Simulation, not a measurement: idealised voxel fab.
Title: Process Module voxel wiring stack
Section cut is 205 nm wide and gridded with 5 nm square cells.
Cross-sections here: square-cell grids, written as top-down lists of bands, a band being one or more rows of cells.
What a band's entry tells you: where the top is and where the bottom is, as heights in nm, and after that what lies inside, material by material from left to right, each with its width in nm. Empty space is written as the word "air", and a single material marked with the word "throughout" occupies the band from edge to edge.
Counting heights begins at 0, where everything beneath is, in the wafer as received, one material. The lowest band has no bottom; it goes on downwards, as "from 0 down" shows.
Think of "30 to 40" as a width that walks from the first number to the second as you go down the band, top row to bottom row, taking equal-sized steps from row to row.
No cell of the cross-section changed in a step that is given as "stayed the same".
Look at "Enclosed void entries" for the closed voids: empty spaces with no open path to the top, sized 8 cells or up. Each is width x height at distance, distance from the left edge, all nm.
Where a step's line continues beyond its settings, the continuation is a remark by the simulator itself on that step.
overlay nm: mask offset rightward from planned place, masked step; negative means leftward offset.
-- Planned process steps
1) op RECEIVE | material Si
2) op CONFORMAL_DEP | material SiO2 | thk nm 10
3) op CONFORMAL_DEP | material SiCN | thk nm 5
4) op DIRECTIONAL_DEP | material SiO2 | thk nm 25
5) op PATTERN | tone open | mask id METAL_1 | material resist | width nm 25 | pitch nm 40 | thk nm 15 | overlay nm 0
6) op DIRECTIONAL_ETCH | etch materials SiO2 | depth nm 25
7) op DIRECTIONAL_ETCH | etch materials SiCN | depth nm 5
8) op STRIP | etch materials resist
9) op CONFORMAL_DEP | material TiN | thk nm 5
10) op FILL_DEP | material Cu | thk nm 5
11) op CMP | height nm 40
12) op EPI | material Ru | thk nm 5
13) op FILL_DEP | material SiCN | thk nm 5
14) op DIRECTIONAL_DEP | material SiO2 | thk nm 10
15) op MASKED_ETCH | tone open | mask id PLUG_1 | width nm 15 | pitch nm 40 | etch materials SiO2 | depth nm 10 | overlay nm 0
16) op MASKED_ETCH | tone open | mask id PLUG_1 | width nm 15 | pitch nm 40 | etch materials SiCN | depth nm 5 | overlay nm 0
17) op EPI | material Ru | thk nm 10
18) op EPI | material Ru | thk nm 5
19) op CONFORMAL_DEP | material SiN | thk nm 5
20) op DIRECTIONAL_DEP | material SiO2 | thk nm 25
21) op MASKED_ETCH | tone open | mask id METAL_2 | width nm 25 | pitch nm 40 | etch materials SiO2 | depth nm 25 | overlay nm 0
22) op MASKED_ETCH | tone open | mask id METAL_2 | width nm 25 | pitch nm 40 | etch materials SiN | depth nm 5 | overlay nm 0
23) op CONFORMAL_DEP | material TiN | thk nm 5
24) op FILL_DEP | material Cu | thk nm 5
25) op CMP | height nm 90
26) op CONFORMAL_DEP | material SiCN | thk nm 5
27) op DIRECTIONAL_DEP | material lowk | thk nm 15
28) op MASKED_ETCH | tone open | mask id PLUG_2 | width nm 15 | pitch nm 40 | etch materials lowk | depth nm 15 | overlay nm 0
29) op MASKED_ETCH | tone open | mask id PLUG_2 | width nm 15 | pitch nm 40 | etch materials SiCN | depth nm 5 | overlay nm 0
30) op EPI | material Ru | thk nm 10
31) op EPI | material Ru | thk nm 10
32) op CONFORMAL_DEP | material SiCN | thk nm 5
33) op DIRECTIONAL_DEP | material lowk | thk nm 20
34) op DIRECTIONAL_DEP | material aC | thk nm 15
35) op PATTERN | tone open | mask id METAL_3 | material resist | width nm 25 | pitch nm 40 | thk nm 35 | overlay nm 0
36) op DIRECTIONAL_ETCH | etch materials aC | depth nm 15
37) op STRIP | etch materials resist
38) op DIRECTIONAL_ETCH | etch materials lowk | depth nm 20
39) op DIRECTIONAL_ETCH | etch materials SiCN | depth nm 5
40) op STRIP | etch materials aC
41) op CONFORMAL_DEP | material TiN | thk nm 5
42) op FILL_DEP | material Cu | thk nm 10
43) op CMP | height nm 135
44) op CONFORMAL_DEP | material SiN | thk nm 5
-- Incoming wafer, cross-sectional view, post step 1
* from 0 down: Si throughout
* Enclosed void entries: none
-- Cross-sectional view of the first of the two wafers upon completion of the module, processed in accordance with the plan
* from 140 to 135: SiN throughout
* from 135 to 115: lowk: 30 / TiN: 5 / Cu: 15 / TiN: 5 / lowk: 15 / TiN: 5 / Cu: 15 / TiN: 5 / lowk: 15 / TiN: 5 / Cu: 15 / TiN: 5 / lowk: 15 / TiN: 5 / Cu: 15 / TiN: 5 / lowk: 30
* from 115 to 110: SiCN: 30 / TiN: 25 / SiCN: 15 / TiN: 25 / SiCN: 15 / TiN: 25 / SiCN: 15 / TiN: 25 / SiCN: 30
* from 110 to 95: lowk: 30 / Ru: 15 / lowk: 25 / Ru: 15 / lowk: 25 / Ru: 15 / lowk: 25 / Ru: 15 / lowk: 40
* from 95 to 90: SiCN: 30 / Ru: 15 / SiCN: 25 / Ru: 15 / SiCN: 25 / Ru: 15 / SiCN: 25 / Ru: 15 / SiCN: 40
* from 90 to 65: SiO2: 30 / TiN: 5 / Cu: 15 / TiN: 5 / SiO2: 15 / TiN: 5 / Cu: 15 / TiN: 5 / SiO2: 15 / TiN: 5 / Cu: 15 / TiN: 5 / SiO2: 15 / TiN: 5 / Cu: 15 / TiN: 5 / SiO2: 30
* from 65 to 60: SiN: 30 / TiN: 25 / SiN: 15 / TiN: 25 / SiN: 15 / TiN: 25 / SiN: 15 / TiN: 25 / SiN: 30
* from 60 to 50: SiO2: 30 / Ru: 15 / SiO2: 25 / Ru: 15 / SiO2: 25 / Ru: 15 / SiO2: 25 / Ru: 15 / SiO2: 40
* from 50 to 40: SiCN: 30 to 25 / Ru: 15 to 35 / SiCN: 25 to 5 / Ru: 15 to 35 / SiCN: 25 to 5 / Ru: 15 to 35 / SiCN: 25 to 5 / Ru: 15 to 35 / SiCN: 40 to 25
* from 40 to 15: SiO2: 30 / TiN: 5 / Cu: 15 / TiN: 5 / SiO2: 15 / TiN: 5 / Cu: 15 / TiN: 5 / SiO2: 15 / TiN: 5 / Cu: 15 / TiN: 5 / SiO2: 15 / TiN: 5 / Cu: 15 / TiN: 5 / SiO2: 30
* from 15 to 10: SiCN: 30 / TiN: 25 / SiCN: 15 / TiN: 25 / SiCN: 15 / TiN: 25 / SiCN: 15 / TiN: 25 / SiCN: 30
* from 10 to 0: SiO2 throughout
* from 0 down: Si throughout
* Enclosed void entries: none
-- This cross-section belongs to the second wafer of two at the end of the module; the start and the plan were shared with the first, and the run included one mistake
* from 140 to 135: SiN throughout
* from 135 to 130: TiN: 35 / Cu: 15 / TiN: 25 / Cu: 15 / TiN: 25 / Cu: 15 / TiN: 25 / Cu: 15 / TiN: 35
* from 130 to 115: lowk: 30 / TiN: 5 / Cu: 15 / TiN: 5 / lowk: 15 / TiN: 5 / Cu: 15 / TiN: 5 / lowk: 15 / TiN: 5 / Cu: 15 / TiN: 5 / lowk: 15 / TiN: 5 / Cu: 15 / TiN: 5 / lowk: 30
* from 115 to 110: lowk: 30 / TiN: 25 / lowk: 15 / TiN: 25 / lowk: 15 / TiN: 25 / lowk: 15 / TiN: 25 / lowk: 30
* from 110 to 95: lowk: 30 / Ru: 15 / lowk: 25 / Ru: 15 / lowk: 25 / Ru: 15 / lowk: 25 / Ru: 15 / lowk: 40
* from 95 to 90: SiCN: 30 / Ru: 15 / SiCN: 25 / Ru: 15 / SiCN: 25 / Ru: 15 / SiCN: 25 / Ru: 15 / SiCN: 40
* from 90 to 65: SiO2: 30 / TiN: 5 / Cu: 15 / TiN: 5 / SiO2: 15 / TiN: 5 / Cu: 15 / TiN: 5 / SiO2: 15 / TiN: 5 / Cu: 15 / TiN: 5 / SiO2: 15 / TiN: 5 / Cu: 15 / TiN: 5 / SiO2: 30
* from 65 to 60: SiN: 30 / TiN: 25 / SiN: 15 / TiN: 25 / SiN: 15 / TiN: 25 / SiN: 15 / TiN: 25 / SiN: 30
* from 60 to 50: SiO2: 30 / Ru: 15 / SiO2: 25 / Ru: 15 / SiO2: 25 / Ru: 15 / SiO2: 25 / Ru: 15 / SiO2: 40
* from 50 to 40: SiCN: 30 to 25 / Ru: 15 to 35 / SiCN: 25 to 5 / Ru: 15 to 35 / SiCN: 25 to 5 / Ru: 15 to 35 / SiCN: 25 to 5 / Ru: 15 to 35 / SiCN: 40 to 25
* from 40 to 15: SiO2: 30 / TiN: 5 / Cu: 15 / TiN: 5 / SiO2: 15 / TiN: 5 / Cu: 15 / TiN: 5 / SiO2: 15 / TiN: 5 / Cu: 15 / TiN: 5 / SiO2: 15 / TiN: 5 / Cu: 15 / TiN: 5 / SiO2: 30
* from 15 to 10: SiCN: 30 / TiN: 25 / SiCN: 15 / TiN: 25 / SiCN: 15 / TiN: 25 / SiCN: 15 / TiN: 25 / SiCN: 30
* from 10 to 0: SiO2 throughout
* from 0 down: Si throughout
* Enclosed void entries: none
Deviation noted in wafer processing: step 32 of the plan was excluded from execution and never run
Final tally in cells, some materials are higher or lower on the second wafer than on the first: 21 fewer of SiCN; 21 more of TiN
